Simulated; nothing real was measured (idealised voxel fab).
Module name: voxel ribs on slabs (process module)
The cross-section shown here is cut; it is 265 nm wide and divided into square cells measuring 5 nm on a side.
Cross-section spec: square-cell grid; bands listed top down; each band is one or more rows.
The entry gives the band's vertical extent as a top height and a bottom height in nm, then its horizontal make-up as materials from left to right, each with a width in nm. "empty" stands for empty space; a single material marked "all across" fills the band edge to edge.
Height 0 is the level under which the wafer as received is all one material. The lowest band goes on downwards, as in "z 0 and below".
It should be noted that a width expressed as "30 to 40" varies in equal increments from row to row of cells within the band, taking the value of the first number at the top row and that of the second number at the bottom row.
"remained the same" -> step changed no cross-section cell.
You'll see "Sealed voids" listing empty spaces that have no way open to the top, as long as they're 8 cells or more; the notation is width x height at distance, where the distance is from the left edge, and all of it is in nm.
Text after the settings on a step's line: the simulator's own remark on that step.
overlay nm: for a step with a mask, the amount by which the mask lay right of where it was planned; a negative amount means left of it.

Process steps - plan
1) RECEIVE with material Si
2) DIRECTIONAL_DEP with material SiO2, thk nm 25
3) DIRECTIONAL_DEP with material polySi, thk nm 15
4) PATTERN with tone cover, mask id RIB, material resist, width nm 30, thk nm 20, overlay nm 0
5) DIRECTIONAL_ETCH with etch materials polySi, depth nm 5
6) STRIP with etch materials resist
7) PATTERN with tone cover, mask id SLAB, material resist, width nm 70, thk nm 15, overlay nm 0
8) DIRECTIONAL_ETCH with etch materials polySi, depth nm 10
9) STRIP with etch materials resist
10) FILL_DEP with material SiO2, thk nm 15
11) CMP with height nm 50
12) DIRECTIONAL_DEP with material TiN, thk nm 5
13) DIRECTIONAL_DEP with material aC, thk nm 15
14) PATTERN with tone cover, mask id HEATER, material resist, width nm 40, thk nm 35, overlay nm 0
15) DIRECTIONAL_ETCH with etch materials aC, depth nm 15
16) STRIP with etch materials resist
17) DIRECTIONAL_ETCH with etch materials TiN, depth nm 5
18) STRIP with etch materials aC
19) CONFORMAL_DEP with material SiO2, thk nm 10

As-received wafer cross-section (after step 1)
z 0 and below: Si all across
Sealed voids: none

First of two wafers, end-of-module section, run followed plan
z 65 to 60: empty: 100 | SiO2: 60 | empty: 105
z 60 to 55: SiO2 all across
z 55 to 50: SiO2: 110 | TiN: 40 | SiO2: 115
z 50 to 40: SiO2 all across
z 40 to 35: SiO2: 115 | polySi: 30 | SiO2: 120
z 35 to 25: SiO2: 95 | polySi: 70 | SiO2: 100
z 25 to 0: SiO2 all across
z 0 and below: Si all across
Sealed voids: none

Second wafer of the two, sectioned at the end of the module. It began like the first and followed the same plan, but one mistake was made while running it
z 65 to 60: empty: 100 | SiO2: 60 | empty: 105
z 60 to 55: SiO2 all across
z 55 to 50: SiO2: 110 | TiN: 40 | SiO2: 115
z 50 to 15: SiO2 all across
z 15 to 0: polySi all across
z 0 and below: Si all across
Sealed voids: none
what went wrong: plan vs actual: 2 and 3 interchanged
Cell-count delta at end, second wafer over first, by material: 125 fewer of SiO2 | 125 more of polySi
